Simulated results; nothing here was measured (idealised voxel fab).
Process module in this document: voxel released beams
Each square cell in cross-section cut measures 5 nm, and the section as a whole is 255 nm wide.
A cross-section is written here as square cells arranged in a grid, and it is given in bands from the top down, each band taking up one or more rows of cells.
Top, bottom (nm), then materials left to right with widths (nm); lone material tagged "full width" fills the whole band edge to edge; "blank" = empty space.
It should be noted that heights are counted from 0, beneath which the wafer as supplied is of one material throughout, and that the lowest band possesses no lower boundary but continues downward, as written in "0 down".
A two-number width, for instance "30->40", indicates that the width is equal to the first number in the top row of the band and to the second number in the bottom row, and that it changes by a constant amount per row of cells.
A step reported as "nothing altered" is a step in which no cell of the cross-section changed.
What "Sealed voids" gives you is every empty space of 8 cells or more that is cut off from the top. Each appears as width x height at distance, with the distance taken from the left edge and width, height and distance all in nm.
Post-settings text on a step line: simulator's own remark regarding the step.
overlay nm: how far to the right of its planned place the mask lay on this masked step (negative: to the left).
[Listed below are the process steps as planned]
- 1: op RECEIVE | material Si
- 2: op CONFORMAL_DEP | material SiN | thk nm 5
- 3: op DIRECTIONAL_DEP | material SiO2 | thk nm 20
- 4: op MASKED_ETCH | tone open | mask id ANCHOR | width nm 35 | etch materials SiO2 | depth nm 20 | overlay nm 0
- 5: op CONFORMAL_DEP | material W | thk nm 10
- 6: op DIRECTIONAL_DEP | material aC | thk nm 15
- 7: op PATTERN | tone cover | mask id BEAM | material resist | width nm 75 | thk nm 30 | overlay nm 0
- 8: op DIRECTIONAL_ETCH | etch materials aC | depth nm 15
- 9: op STRIP | etch materials resist
- 10: op DIRECTIONAL_ETCH | etch materials W | depth nm 10
- 11: op STRIP | etch materials aC
- 12: op STRIP | etch materials SiO2
For clarity, it should be stated that the wafers under discussion commence in an identical condition and differ with respect to the width nm of step 7, the plan indicating the value that the first wafer had.
[Cross-sectional view of the first of several wafers in the as-received condition, corresponding to the state following step 1]
- 0 down: Si full width
- Sealed voids: none
[Per wafer (row), end of module: delta in cells per material since receipt, (+) for gained, (-) for lost; closed voids after that]
width nm 75, +51 SiN, +46 W, Sealed voids: none
width nm 80, +51 SiN, +48 W, Sealed voids: none
width nm 85, +51 SiN, +50 W, Sealed voids: none
width nm 90, +51 SiN, +52 W, Sealed voids: none
width nm 95, +51 SiN, +54 W, Sealed voids: none
width nm 100, +51 SiN, +56 W, Sealed voids: none
